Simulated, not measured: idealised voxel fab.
process module | voxel transistor to metal
cross-section cut | 145 nm wide | cells 5 nm
A cross-section is a grid of square cells, given in bands from the top down. A band is one or more rows of cells.
Each band's line starts with the height of the band's top and of its bottom, in nm. Then come its materials from left to right, each with its width in nm. One material with "throughout" fills the band from edge to edge. "air" is empty space.
Height 0 is the level under which the wafer as received is all one material. The lowest band goes on downwards, as in "0 down".
A width such as "30 to 40" changes by the same amount from each row of cells to the next, from the band's top row to its bottom row.
"no change" after a step means that no cell of the cross-section changed.
closed voids: empty space of 8 cells or more with no open way to the top, each as width x height at its distance from the left edge, in nm
after a step's settings: what the simulator itself notes on the step
overlay nm, on a step with a mask: how far to the right of its planned place the mask lay; to the left if negative
plan
1 op RECEIVE | material Si
2 op OXIDIZE | depth nm 5
3 op CONFORMAL_DEP | material SiN | thk nm 10
4 op DIRECTIONAL_DEP | material aC | thk nm 10
5 op PATTERN | tone cover | mask id ACTIVE | material resist | width nm 105 | thk nm 30 | overlay nm 0
6 op DIRECTIONAL_ETCH | etch materials aC | depth nm 10
7 op STRIP | etch materials resist
8 op DIRECTIONAL_ETCH | etch materials SiN | depth nm 10
9 op DIRECTIONAL_ETCH | etch materials SiO2 | depth nm 5
10 op DIRECTIONAL_ETCH | etch materials Si | depth nm 25
11 op STRIP | etch materials aC
12 op FILL_DEP | material SiO2 | thk nm 5
13 op CMP | height nm 10
14 op SELECTIVE_ETCH | etch materials SiO2 | depth nm 10
15 op STRIP | etch materials SiN
16 op SELECTIVE_ETCH | etch materials SiO2 | depth nm 5
17 op OXIDIZE | depth nm 5
18 op DIRECTIONAL_DEP | material polySi | thk nm 30
19 op DIRECTIONAL_DEP | material SiCN | thk nm 10
20 op DIRECTIONAL_DEP | material aC | thk nm 15
21 op PATTERN | tone cover | mask id GATE | material resist | width nm 35 | thk nm 30 | overlay nm 0
22 op DIRECTIONAL_ETCH | etch materials aC | depth nm 15
23 op STRIP | etch materials resist
24 op DIRECTIONAL_ETCH | etch materials SiCN | depth nm 20
25 op DIRECTIONAL_ETCH | etch materials polySi | depth nm 40
26 op STRIP | etch materials aC
27 op CONFORMAL_DEP | material SiN | thk nm 5
28 op DIRECTIONAL_ETCH | etch materials SiN | depth nm 5
29 op DIRECTIONAL_ETCH | etch materials SiO2 | depth nm 5
30 op DIRECTIONAL_ETCH | etch materials Si | depth nm 5
31 op EPI | material SiGe | thk nm 5
32 op FILL_DEP | material SiO2 | thk nm 10
33 op CMP | height nm 25
34 op STRIP | etch materials polySi
35 op SELECTIVE_ETCH | etch materials SiO2 | depth nm 5
36 op CONFORMAL_DEP | material HfO2 | thk nm 5
37 op CONFORMAL_DEP | material TiN | thk nm 5
38 op FILL_DEP | material W | thk nm 5
39 op CMP | height nm 20
40 op DIRECTIONAL_DEP | material SiO2 | thk nm 15
41 op DIRECTIONAL_DEP | material aC | thk nm 10
42 op PATTERN | tone open | mask id CONTACT | material resist | width nm 15 | pitch nm 80 | thk nm 30 | overlay nm 0
43 op DIRECTIONAL_ETCH | etch materials aC | depth nm 10
44 op STRIP | etch materials resist
45 op DIRECTIONAL_ETCH | etch materials SiO2 | depth nm 45
46 op STRIP | etch materials aC
47 op CONFORMAL_DEP | material TiN | thk nm 5
48 op FILL_DEP | material Ru | thk nm 5
49 op CMP | height nm 35
50 op CONFORMAL_DEP | material SiCN | thk nm 5
51 op DIRECTIONAL_DEP | material SiO2 | thk nm 25
52 op MASKED_ETCH | tone open | mask id METAL_1 | width nm 15 | pitch nm 80 | etch materials SiO2 | depth nm 25 | overlay nm 0
53 op MASKED_ETCH | tone open | mask id METAL_1 | width nm 15 | pitch nm 80 | etch materials SiCN | depth nm 5 | overlay nm 0
54 op CONFORMAL_DEP | material TiN | thk nm 5
55 op FILL_DEP | material Ru | thk nm 5
56 op CMP | height nm 65
57 op EPI | material Ru | thk nm 5
58 op FILL_DEP | material SiCN | thk nm 5
as received, after step 1
  0 down: Si throughout
  closed voids: none
first wafer at the end, as planned
  75 to 70: SiCN throughout
  70 to 65: SiCN 20 | Ru 25 | SiCN 55 | Ru 25 | SiCN 20
  65 to 40: SiO2 25 | TiN 5 | Ru 5 | TiN 5 | SiO2 65 | TiN 5 | Ru 5 | TiN 5 | SiO2 25
  40 to 35: SiCN 25 | TiN 15 | SiCN 65 | TiN 15 | SiCN 25
  35 to 20: SiO2 25 | TiN 5 | Ru 5 | TiN 5 | SiO2 65 | TiN 5 | Ru 5 | TiN 5 | SiO2 25
  20 to 0: SiO2 25 | TiN 5 | Ru 5 | TiN 5 | SiO2 10 | SiN 5 | HfO2 5 | TiN 5 | W 15 | TiN 5 | HfO2 5 | SiN 5 | SiO2 10 | TiN 5 | Ru 5 | TiN 5 | SiO2 25
  0 to -5: SiO2 25 | TiN 5 | Ru 5 | TiN 5 | SiO2 10 | SiN 5 | HfO2 5 | TiN 25 | HfO2 5 | SiN 5 | SiO2 10 | TiN 5 | Ru 5 | TiN 5 | SiO2 25
  -5 to -10: SiO2 25 | TiN 15 | SiO2 5 | SiGe 5 | HfO2 45 | SiGe 5 | SiO2 5 | TiN 15 | SiO2 25
  -10 to -15: SiO2 20 | SiGe 30 | Si 45 | SiGe 30 | SiO2 20
  -15 to -30: SiO2 20 | Si 105 | SiO2 20
  -30 down: Si throughout
  closed voids: none
second wafer at the end: like start, like plan, one mistake
  75 to 70: SiCN throughout
  70 to 65: SiCN 20 | Ru 25 | SiCN 55 | Ru 25 | SiCN 20
  65 to 40: SiO2 25 | TiN 5 | W 5 | TiN 5 | SiO2 65 | TiN 5 | W 5 | TiN 5 | SiO2 25
  40 to 35: SiCN 25 | TiN 15 | SiCN 65 | TiN 15 | SiCN 25
  35 to 20: SiO2 25 | TiN 5 | Ru 5 | TiN 5 | SiO2 65 | TiN 5 | Ru 5 | TiN 5 | SiO2 25
  20 to 0: SiO2 25 | TiN 5 | Ru 5 | TiN 5 | SiO2 10 | SiN 5 | HfO2 5 | TiN 5 | W 15 | TiN 5 | HfO2 5 | SiN 5 | SiO2 10 | TiN 5 | Ru 5 | TiN 5 | SiO2 25
  0 to -5: SiO2 25 | TiN 5 | Ru 5 | TiN 5 | SiO2 10 | SiN 5 | HfO2 5 | TiN 25 | HfO2 5 | SiN 5 | SiO2 10 | TiN 5 | Ru 5 | TiN 5 | SiO2 25
  -5 to -10: SiO2 25 | TiN 15 | SiO2 5 | SiGe 5 | HfO2 45 | SiGe 5 | SiO2 5 | TiN 15 | SiO2 25
  -10 to -15: SiO2 20 | SiGe 30 | Si 45 | SiGe 30 | SiO2 20
  -15 to -30: SiO2 20 | Si 105 | SiO2 20
  -30 down: Si throughout
  closed voids: none
what went wrong: step 55 ran as: op FILL_DEP | material W | thk nm 5
at the end the second wafer has, in cells: 10 fewer of Ru | 10 more of W
